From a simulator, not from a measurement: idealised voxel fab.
This is a process module. Its name is voxel lift off.
It is cross-section cut that appears here, measuring 195 nm in width, its square cells being 5 nm in size.
Cross-section = grid of square cells, listed top down in bands; band = one or more rows. What a band's entry tells you: where the top is and where the bottom is, as heights in nm, and after that what lies inside, material by material from left to right, each with its width in nm. Empty space is written as the word "air", and a single material marked with the word "throughout" occupies the band from edge to edge. Zero point of the height axis is 0; under it, received wafer = one material. Lowest band: continues down indefinitely, "top 0, no bottom". With a width like "30..40", each row of cells in the band differs from the next by the same amount, the top row carrying the first number and the bottom row the second. "left unchanged" (step): cross-section cells unchanged, all of them. Entrapped voids: empty space of 8 cells or more with no open way to the top, each as width x height at its distance from the left edge, in nm. On each step's line, the part that comes after the settings is the simulator's own comment on the step. The line of a step may include "overlay nm". On a step with a mask, this value is how far to the right of its planned place the mask lay. A negative value means the mask lay to the left.
So here's the lineup of process steps we planned
1 RECEIVE (material Si)
2 CONFORMAL_DEP (material SiO2; thk nm 10)
3 PATTERN (tone open; mask id LINES; material resist; width nm 20; pitch nm 40; thk nm 25; overlay nm 0)
4 DIRECTIONAL_DEP (material Ru; thk nm 15)
5 STRIP (etch materials resist)
6 CONFORMAL_DEP (material SiO2; thk nm 10)
Cross-section of the wafer as it came to us, i.e., already through step 1
> top 0, no bottom  Si throughout
> Entrapped voids: none
End-of-module XS, first of two wafers, run as planned
> top 35, bottom 25  55 of air, 80 of SiO2, 60 of air
> top 25, bottom 20  55 of air, 10 of SiO2, 20 of Ru, 20 of SiO2, 20 of Ru, 10 of SiO2, 60 of air
> top 20, bottom 10  65 of SiO2, 20 of Ru, 20 of SiO2, 20 of Ru, 70 of SiO2
> top 10, bottom 0  SiO2 throughout
> top 0, no bottom  Si throughout
> Entrapped voids: none
Second wafer of the two, sectioned at the end of the module. It began like the first and followed the same plan, but one mistake was made while running it
> top 35, bottom 25  60 of air, 80 of SiO2, 55 of air
> top 25, bottom 20  60 of air, 10 of SiO2, 20 of Ru, 20 of SiO2, 20 of Ru, 10 of SiO2, 55 of air
> top 20, bottom 10  70 of SiO2, 20 of Ru, 20 of SiO2, 20 of Ru, 65 of SiO2
> top 10, bottom 0  SiO2 throughout
> top 0, no bottom  Si throughout
> Entrapped voids: none
Where did the run depart from the plan? step 3 was processed under conditions differing from the plan, specifically as PATTERN (tone open; mask id LINES; material resist; width nm 20; pitch nm 40; thk nm 25; overlay nm 5)
When the process is done, the second wafer contains the same cell count of every material as the first wafer, but distributed over other locations.
